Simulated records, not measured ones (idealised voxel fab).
You're looking at the process module voxel wiring stack.
Displayed cross-section: cut, width of 245 nm, square cells sized 5 nm.
Cross-section, as written here: a square-cell grid given band by band from the top down, where a band holds one or more rows of cells. Basically the band line says how high the top is and how high the bottom is, in nm, and then what's in it from left to right, every material with its width in nm. Empty space shows up as "empty", and if a single material carries "everywhere" it runs the full band edge to edge. Height reference: 0 = level under which incoming wafer is all one material. Lowest band: no bottom, runs on downward, e.g. "top 0, no bottom". So if you see something like "30->40" for the width, read it as the top row of the band sitting at the first number and the bottom row at the second, with every row in between moving by the same amount as the last. Where a step carries "remained unchanged", the cross-section came out of it unchanged, cell for cell. So "Enclosed void listing" is basically the list of trapped voids: any empty space of 8 cells or more that can't reach the top through an opening. They're written width x height at distance, the distance being from the left edge, and it's all nm. On each step's line, the part that comes after the settings is the simulator's own comment on the step. overlay nm: mask offset rightward from planned place, masked step; negative means leftward offset.

Planned process steps
1 RECEIVE: material Si
2 CONFORMAL_DEP: material SiO2, thk nm 15
3 DIRECTIONAL_DEP: material TiN, thk nm 5
4 DIRECTIONAL_DEP: material Ru, thk nm 15
5 MASKED_ETCH: tone cover, mask id METAL_1, width nm 30, pitch nm 60, etch materials Ru, depth nm 15, overlay nm -15
6 MASKED_ETCH: tone cover, mask id METAL_1, width nm 30, pitch nm 60, etch materials TiN, depth nm 5, overlay nm 0
7 CONFORMAL_DEP: material SiCN, thk nm 5
8 FILL_DEP: material SiO2, thk nm 5
9 CMP: height nm 35
10 CONFORMAL_DEP: material SiCN, thk nm 5
11 DIRECTIONAL_DEP: material lowk, thk nm 25
12 PATTERN: tone open, mask id METAL_2, material resist, width nm 30, pitch nm 60, thk nm 20, overlay nm 0
13 DIRECTIONAL_ETCH: etch materials lowk, depth nm 15
14 STRIP: etch materials resist
15 PATTERN: tone open, mask id METAL_2_HOLES, material resist, width nm 15, pitch nm 120, thk nm 15, overlay nm 0
16 DIRECTIONAL_ETCH: etch materials lowk, depth nm 10
17 DIRECTIONAL_ETCH: etch materials SiCN, depth nm 5
18 STRIP: etch materials resist
19 CONFORMAL_DEP: material TiN, thk nm 5
20 FILL_DEP: material Cu, thk nm 5
21 CMP: height nm 65
22 CONFORMAL_DEP: material SiCN, thk nm 5
23 DIRECTIONAL_DEP: material SiO2, thk nm 30
24 MASKED_ETCH: tone open, mask id METAL_3, width nm 30, pitch nm 60, etch materials SiO2, depth nm 15, overlay nm 0
25 DIRECTIONAL_DEP: material aC, thk nm 10
26 PATTERN: tone open, mask id METAL_3_HOLES, material resist, width nm 15, pitch nm 120, thk nm 25, overlay nm 0
27 DIRECTIONAL_ETCH: etch materials aC, depth nm 10
28 STRIP: etch materials resist
29 DIRECTIONAL_ETCH: etch materials SiO2, depth nm 15
30 DIRECTIONAL_ETCH: etch materials SiCN, depth nm 5
31 STRIP: etch materials aC
32 CONFORMAL_DEP: material TiN, thk nm 5
33 FILL_DEP: material Cu, thk nm 10
34 CMP: height nm 100
35 CONFORMAL_DEP: material SiCN, thk nm 5
36 DIRECTIONAL_DEP: material lowk, thk nm 10
37 MASKED_ETCH: tone open, mask id PLUG_3, width nm 15, pitch nm 60, etch materials lowk, depth nm 10, overlay nm 0
38 MASKED_ETCH: tone open, mask id PLUG_3, width nm 15, pitch nm 60, etch materials SiCN, depth nm 5, overlay nm 0
39 CONFORMAL_DEP: material TiN, thk nm 5
40 FILL_DEP: material Cu, thk nm 5
41 CMP: height nm 115
42 CONFORMAL_DEP: material SiN, thk nm 5
43 DIRECTIONAL_DEP: material SiO2, thk nm 25
44 PATTERN: tone open, mask id METAL_4, material resist, width nm 30, pitch nm 60, thk nm 15, overlay nm 0
45 DIRECTIONAL_ETCH: etch materials SiO2, depth nm 25
46 DIRECTIONAL_ETCH: etch materials SiN, depth nm 5
47 STRIP: etch materials resist
48 CONFORMAL_DEP: material TiN, thk nm 5
49 FILL_DEP: material W, thk nm 10
50 CMP: height nm 145
51 EPI: material Ru, thk nm 5
52 FILL_DEP: material SiCN, thk nm 5
Same starting wafers, different overlay nm at step 5. Plan value belongs to the first wafer.

Cross-section of the first of several wafers on receipt, reflecting completion of step 1
* top 0, no bottom = Si everywhere
* Enclosed void listing: none

What follows is a table in which each wafer occupies a row; for the wafer as it stands at the close of the module, the row states, material by material, how many cells have been gained (+) or lost (-) since receipt, and then gives its closed voids
overlay nm -15 | +68 Cu | +78 Ru | +249 SiCN | +31 SiN | +590 SiO2 | +184 TiN | +60 W | +259 lowk | Enclosed void listing: none
overlay nm -10 | +68 Cu | +78 Ru | +249 SiCN | +31 SiN | +593 SiO2 | +181 TiN | +60 W | +259 lowk | Enclosed void listing: none
overlay nm -5 | +68 Cu | +78 Ru | +249 SiCN | +31 SiN | +596 SiO2 | +178 TiN | +60 W | +259 lowk | Enclosed void listing: none
overlay nm 0 | +68 Cu | +78 Ru | +249 SiCN | +31 SiN | +599 SiO2 | +175 TiN | +60 W | +259 lowk | Enclosed void listing: none
overlay nm 5 | +68 Cu | +78 Ru | +249 SiCN | +31 SiN | +596 SiO2 | +178 TiN | +60 W | +259 lowk | Enclosed void listing: none
overlay nm 10 | +68 Cu | +78 Ru | +249 SiCN | +31 SiN | +593 SiO2 | +181 TiN | +60 W | +259 lowk | Enclosed void listing: none
overlay nm 15 | +68 Cu | +78 Ru | +249 SiCN | +31 SiN | +590 SiO2 | +184 TiN | +60 W | +259 lowk | Enclosed void listing: none
